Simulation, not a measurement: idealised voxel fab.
process module | voxel self aligned contacts
cross-section cut | 200 nm wide | cells 5 nm
A cross-section is a grid of square cells, given in bands from the top down. A band is one or more rows of cells.
Each band's line starts with the height of the band's top and of its bottom, in nm. Then come its materials from left to right, each with its width in nm. One material with "throughout" fills the band from edge to edge. "air" is empty space.
Height 0 is the level under which the wafer as received is all one material. The lowest band goes on downwards, as in "0 down".
A width such as "30 to 40" changes by the same amount from each row of cells to the next, from the band's top row to its bottom row.
"no change" after a step means that no cell of the cross-section changed.
closed voids: empty space of 8 cells or more with no open way to the top, each as width x height at its distance from the left edge, in nm
after a step's settings: what the simulator itself notes on the step
overlay nm, on a step with a mask: how far to the right of its planned place the mask lay; to the left if negative
plan
1 op RECEIVE | material Si
2 op OXIDIZE | depth nm 5
3 op DIRECTIONAL_DEP | material polySi | thk nm 30
4 op DIRECTIONAL_DEP | material SiN | thk nm 20
5 op MASKED_ETCH | tone cover | mask id GATE | width nm 30 | pitch nm 65 | etch materials SiN | depth nm 20 | overlay nm 0
6 op MASKED_ETCH | tone cover | mask id GATE | width nm 30 | pitch nm 65 | etch materials polySi | depth nm 30 | overlay nm 0
7 op CONFORMAL_DEP | material SiN | thk nm 10
8 op DIRECTIONAL_ETCH | etch materials SiN | depth nm 10
9 op FILL_DEP | material SiO2 | thk nm 20
10 op CMP | height nm 60
11 op PATTERN | tone open | mask id CONTACT | material resist | width nm 45 | thk nm 20 | overlay nm 0
12 op DIRECTIONAL_ETCH | etch materials SiO2 | depth nm 65
13 op STRIP | etch materials resist
14 op CONFORMAL_DEP | material TiN | thk nm 5
15 op FILL_DEP | material W | thk nm 10
16 op CMP | height nm 60
17 op CONFORMAL_DEP | material SiN | thk nm 5
first wafer, as planned
as received, after step 1
  0 down: Si throughout
  closed voids: none
after step 2
  0 to -5: SiO2 throughout
  below -5: unchanged
after step 3
  30 to 0: polySi throughout
  below 0: unchanged
after step 4
  50 to 30: SiN throughout
  below 30: unchanged
after step 5
  50 to 30: air 50 | SiN 30 | air 35 | SiN 30 | air 55
  below 30: unchanged
after step 6
  50 to 30: air 50 | SiN 30 | air 35 | SiN 30 | air 55
  30 to 0: air 50 | polySi 30 | air 35 | polySi 30 | air 55
  below 0: unchanged
after step 7
  60 to 30: air 40 | SiN 50 | air 15 | SiN 50 | air 45
  30 to 10: air 40 | SiN 10 | polySi 30 | SiN 10 | air 15 | SiN 10 | polySi 30 | SiN 10 | air 45
  10 to 0: SiN 50 | polySi 30 | SiN 35 | polySi 30 | SiN 55
  below 0: unchanged
after step 8
  50 to 30: air 40 | SiN 50 | air 15 | SiN 50 | air 45
  30 to 0: air 40 | SiN 10 | polySi 30 | SiN 10 | air 15 | SiN 10 | polySi 30 | SiN 10 | air 45
  below 0: unchanged
after step 9
  70 to 50: SiO2 throughout
  50 to 30: SiO2 40 | SiN 50 | SiO2 15 | SiN 50 | SiO2 45
  30 to 0: SiO2 40 | SiN 10 | polySi 30 | SiN 10 | SiO2 15 | SiN 10 | polySi 30 | SiN 10 | SiO2 45
  below 0: unchanged
after step 10
  60 to 50: SiO2 throughout
  below 50: unchanged
after step 11
  80 to 60: resist 75 | air 45 | resist 80
  below 60: unchanged
after step 12
  80 to 60: resist 75 | air 45 | resist 80
  60 to 50: SiO2 75 | air 45 | SiO2 80
  50 to 30: SiO2 40 | SiN 50 | air 15 | SiN 50 | SiO2 45
  30 to 0: SiO2 40 | SiN 10 | polySi 30 | SiN 10 | air 15 | SiN 10 | polySi 30 | SiN 10 | SiO2 45
  0 to -5: SiO2 90 | air 15 | SiO2 95
  below -5: unchanged
after step 13
  60 to 50: SiO2 75 | air 45 | SiO2 80
  below 50: unchanged
after step 14
  65 to 60: TiN 80 | air 35 | TiN 85
  60 to 50: SiO2 75 | TiN 5 to 20 | air 35 to 5 | TiN 5 to 20 | SiO2 80
  50 to 30: SiO2 40 | SiN 50 | TiN 5 | air 5 | TiN 5 | SiN 50 | SiO2 45
  30 to 0: SiO2 40 | SiN 10 | polySi 30 | SiN 10 | TiN 5 | air 5 | TiN 5 | SiN 10 | polySi 30 | SiN 10 | SiO2 45
  0 to -5: SiO2 90 | TiN 15 | SiO2 95
  below -5: unchanged
after step 15
  75 to 65: W throughout
  65 to 60: TiN 80 | W 35 | TiN 85
  60 to 50: SiO2 75 | TiN 5 to 20 | W 35 to 5 | TiN 5 to 20 | SiO2 80
  50 to 30: SiO2 40 | SiN 50 | TiN 5 | W 5 | TiN 5 | SiN 50 | SiO2 45
  30 to 0: SiO2 40 | SiN 10 | polySi 30 | SiN 10 | TiN 5 | W 5 | TiN 5 | SiN 10 | polySi 30 | SiN 10 | SiO2 45
  below 0: unchanged
after step 16
  60 to 50: SiO2 75 | TiN 5 to 20 | W 35 to 5 | TiN 5 to 20 | SiO2 80
  below 50: unchanged
after step 17
  65 to 60: SiN throughout
  below 60: unchanged
second wafer: like start, like plan, one mistake. Through step 4 it matches the first wafer
when step 5 should have ended
  50 to 30: air 40 | SiN 30 | air 35 | SiN 30 | air 65
  below 30: unchanged
when step 6 should have ended
  50 to 30: air 40 | SiN 30 | air 35 | SiN 30 | air 65
  30 to 0: air 40 | polySi 40 | air 25 | polySi 40 | air 55
  below 0: unchanged
when step 7 should have ended
  60 to 40: air 30 | SiN 50 | air 15 | SiN 50 | air 55
  40 to 30: air 30 | SiN 60 | air 5 | SiN 60 | air 45
  30 to 10: air 30 | SiN 10 | polySi 40 | SiN 10 | air 5 | SiN 10 | polySi 40 | SiN 10 | air 45
  10 to 0: SiN 40 | polySi 40 | SiN 25 | polySi 40 | SiN 55
  below 0: unchanged
when step 8 should have ended
  50 to 30: air 30 | SiN 50 | air 15 | SiN 50 | air 55
  30 to 0: air 30 | SiN 10 | polySi 40 | SiN 10 | air 5 | SiN 10 | polySi 40 | SiN 10 | air 45
  below 0: unchanged
when step 9 should have ended
  70 to 50: SiO2 throughout
  50 to 30: SiO2 30 | SiN 50 | SiO2 15 | SiN 50 | SiO2 55
  30 to 0: SiO2 30 | SiN 10 | polySi 40 | SiN 10 | SiO2 5 | SiN 10 | polySi 40 | SiN 10 | SiO2 45
  below 0: unchanged
when step 10 should have ended
  60 to 50: SiO2 throughout
  below 50: unchanged
when step 11 should have ended
  80 to 60: resist 75 | air 45 | resist 80
  below 60: unchanged
when step 12 should have ended
  80 to 60: resist 75 | air 45 | resist 80
  60 to 50: SiO2 75 | air 45 | SiO2 80
  50 to 30: SiO2 30 | SiN 50 | air 15 | SiN 50 | SiO2 55
  30 to 0: SiO2 30 | SiN 10 | polySi 40 | SiN 10 | air 5 | SiN 10 | polySi 40 | SiN 10 | SiO2 45
  0 to -5: SiO2 90 | air 5 | SiO2 105
  below -5: unchanged
when step 13 should have ended
  60 to 50: SiO2 75 | air 45 | SiO2 80
  below 50: unchanged
when step 14 should have ended
  65 to 60: TiN 80 | air 35 | TiN 85
  60 to 50: SiO2 75 | TiN 5 to 10 | air 35 to 5 | TiN 5 to 30 | SiO2 80
  50 to 35: SiO2 30 | SiN 50 | TiN 5 | air 5 | TiN 5 | SiN 50 | SiO2 55
  35 to 30: SiO2 30 | SiN 50 | TiN 15 | SiN 50 | SiO2 55
  30 to 0: SiO2 30 | SiN 10 | polySi 40 | SiN 10 | TiN 5 | SiN 10 | polySi 40 | SiN 10 | SiO2 45
  0 to -5: SiO2 90 | TiN 5 | SiO2 105
  below -5: unchanged
when step 15 should have ended
  75 to 65: W throughout
  65 to 60: TiN 80 | W 35 | TiN 85
  60 to 50: SiO2 75 | TiN 5 to 10 | W 35 to 5 | TiN 5 to 30 | SiO2 80
  50 to 35: SiO2 30 | SiN 50 | TiN 5 | W 5 | TiN 5 | SiN 50 | SiO2 55
  below 35: unchanged
when step 16 should have ended
  60 to 50: SiO2 75 | TiN 5 to 10 | W 35 to 5 | TiN 5 to 30 | SiO2 80
  below 50: unchanged
when step 17 should have ended
  65 to 60: SiN throughout
  below 60: unchanged
what went wrong: step 5 ran as: op MASKED_ETCH | tone cover | mask id GATE | width nm 30 | pitch nm 65 | etch materials SiN | depth nm 20 | overlay nm -10
at the end the second wafer has, in cells: 10 fewer of SiO2 | 7 fewer of TiN | 7 fewer of W | 24 more of polySi
